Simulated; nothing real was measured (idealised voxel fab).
process module | voxel tone inversion
cross-section cut | 300 nm wide | cells 5 nm
A cross-section is a grid of square cells, given in bands from the top down. A band is one or more rows of cells.
Each band's line starts with the height of the band's top and of its bottom, in nm. Then come its materials from left to right, each with its width in nm. One material with "throughout" fills the band from edge to edge. "air" is empty space.
Height 0 is the level under which the wafer as received is all one material. The lowest band goes on downwards, as in "0 down".
A width such as "30 to 40" changes by the same amount from each row of cells to the next, from the band's top row to its bottom row.
"no change" after a step means that no cell of the cross-section changed.
closed voids: empty space of 8 cells or more with no open way to the top, each as width x height at its distance from the left edge, in nm
after a step's settings: what the simulator itself notes on the step
overlay nm, on a step with a mask: how far to the right of its planned place the mask lay; to the left if negative
plan
1 op RECEIVE | material Si
2 op CONFORMAL_DEP | material SiN | thk nm 5
3 op DIRECTIONAL_DEP | material polySi | thk nm 15
4 op PATTERN | tone cover | mask id POSTS | material resist | width nm 15 | pitch nm 40 | thk nm 20 | overlay nm 0
5 op DIRECTIONAL_ETCH | etch materials polySi | depth nm 15
6 op STRIP | etch materials resist
7 op FILL_DEP | material SiO2 | thk nm 10
8 op CMP | height nm 20
9 op STRIP | etch materials polySi
10 op CONFORMAL_DEP | material TiN | thk nm 5
11 op FILL_DEP | material Ru | thk nm 10
12 op CMP | height nm 20
13 op CONFORMAL_DEP | material SiN | thk nm 5
as received, after step 1
  0 down: Si throughout
  closed voids: none
a wafer at the end: this start, this plan, one mistake
  25 to 20: SiN throughout
  20 to 10: SiO2 100 | TiN 5 | Ru 5 | TiN 5 | SiO2 25 | TiN 5 | Ru 5 | TiN 5 | SiO2 25 | TiN 5 | Ru 5 | TiN 5 | SiO2 105
  10 to 5: SiO2 100 | TiN 15 | SiO2 25 | TiN 15 | SiO2 25 | TiN 15 | SiO2 105
  5 to 0: TiN throughout
  0 down: Si throughout
  closed voids: none
what went wrong: step 2 ran as: op CONFORMAL_DEP | material TiN | thk nm 5
